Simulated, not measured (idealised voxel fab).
voxel self aligned vias: a process module
295 nm wide, 5 nm square cells: that's cross-section cut.
We lay out every cross-section as a grid of square cells and spell it out in bands from the top down, where one band means one or more rows of cells.
The band entry comprises the height of the band's top followed by the height of its bottom, expressed in nm, and subsequently the band's materials from left to right, each stated together with its width in nm. Where a single material is marked with the word "throughout", that material fills the band from edge to edge. The word "blank" represents empty space.
For the purposes of this specification, 0 denotes the height below which the wafer in its as-received condition is composed wholly of one material, and the lowermost band, lacking a lower limit, extends downward without end, as expressed in "0 and below".
It should be noted that a width expressed as "30 to 40" varies in equal increments from row to row of cells within the band, taking the value of the first number at the top row and that of the second number at the bottom row.
Where a step carries "changes: none", the cross-section came out of it unchanged, cell for cell.
You'll see "Fully sealed cavities" listing empty spaces that have no way open to the top, as long as they're 8 cells or more; the notation is width x height at distance, where the distance is from the left edge, and all of it is in nm.
Formally, on a step line, whatever follows the settings is a remark that the simulator itself makes on the step.
If you see "overlay nm" on a step's line and that step has a mask, it's telling you how far right of where it was planned the mask ended up; a negative number means it went left instead.

Here's what the planned process steps look like:
1 RECEIVE,material Si
2 CONFORMAL_DEP,material SiO2,thk nm 15
3 CONFORMAL_DEP,material SiCN,thk nm 5
4 DIRECTIONAL_DEP,material lowk,thk nm 25
5 MASKED_ETCH,tone open,mask id LINES,width nm 20,pitch nm 70,etch materials lowk,depth nm 25,overlay nm 0
6 CONFORMAL_DEP,material TiN,thk nm 5
7 FILL_DEP,material W,thk nm 10
8 CMP,height nm 45
9 SELECTIVE_ETCH,etch materials W Ru TiN,depth nm 10
10 FILL_DEP,material SiN,thk nm 5
11 CMP,height nm 45
12 DIRECTIONAL_DEP,material lowk,thk nm 20
13 DIRECTIONAL_DEP,material aC,thk nm 15
14 PATTERN,tone open,mask id VIAS,material resist,width nm 40,pitch nm 70,thk nm 35,overlay nm 0
15 DIRECTIONAL_ETCH,etch materials aC,depth nm 15
16 STRIP,etch materials resist
17 DIRECTIONAL_ETCH,etch materials lowk,depth nm 20
18 DIRECTIONAL_ETCH,etch materials SiN,depth nm 10
19 STRIP,etch materials aC
20 CONFORMAL_DEP,material TiN,thk nm 5
21 FILL_DEP,material Cu,thk nm 10
22 CMP,height nm 65
23 CONFORMAL_DEP,material SiCN,thk nm 5

As received (post step 1): cross-section:
  0 and below: Si throughout
  Fully sealed cavities: none

Post-module cross-section: identical start and plan to those above, one misstep in execution:
  70 down to 65: SiCN throughout
  65 down to 50: 55 nm lowk, 5 nm TiN, 30 nm Cu, 5 nm TiN, 30 nm lowk, 5 nm TiN, 30 nm Cu, 5 nm TiN, 30 nm lowk, 5 nm TiN, 30 nm Cu, 5 nm TiN, 60 nm lowk
  50 down to 40: 55 to 65 nm lowk, 15 to 5 nm TiN, 10 nm Cu, 15 to 5 nm TiN, 30 to 50 nm lowk, 15 to 5 nm TiN, 10 nm Cu, 15 to 5 nm TiN, 30 to 50 nm lowk, 15 to 5 nm TiN, 10 nm Cu, 15 to 5 nm TiN, 60 to 70 nm lowk
  40 down to 35: 65 nm lowk, 20 nm TiN, 50 nm lowk, 20 nm TiN, 50 nm lowk, 20 nm TiN, 70 nm lowk
  35 down to 30: 65 nm lowk, 20 nm SiN, 50 nm lowk, 20 nm SiN, 50 nm lowk, 20 nm SiN, 70 nm lowk
  30 down to 25: 65 nm lowk, 5 nm TiN, 10 nm W, 5 nm TiN, 50 nm lowk, 5 nm TiN, 10 nm W, 5 nm TiN, 50 nm lowk, 5 nm TiN, 10 nm W, 5 nm TiN, 70 nm lowk
  25 down to 20: 65 nm lowk, 20 nm TiN, 50 nm lowk, 20 nm TiN, 50 nm lowk, 20 nm TiN, 70 nm lowk
  20 down to 15: SiCN throughout
  15 down to 0: SiO2 throughout
  0 and below: Si throughout
  Fully sealed cavities: none
Misprocessing identified: so step 9 ended up running with a different setting than we planned, it ran as SELECTIVE_ETCH,etch materials W Ru TiN,depth nm 15
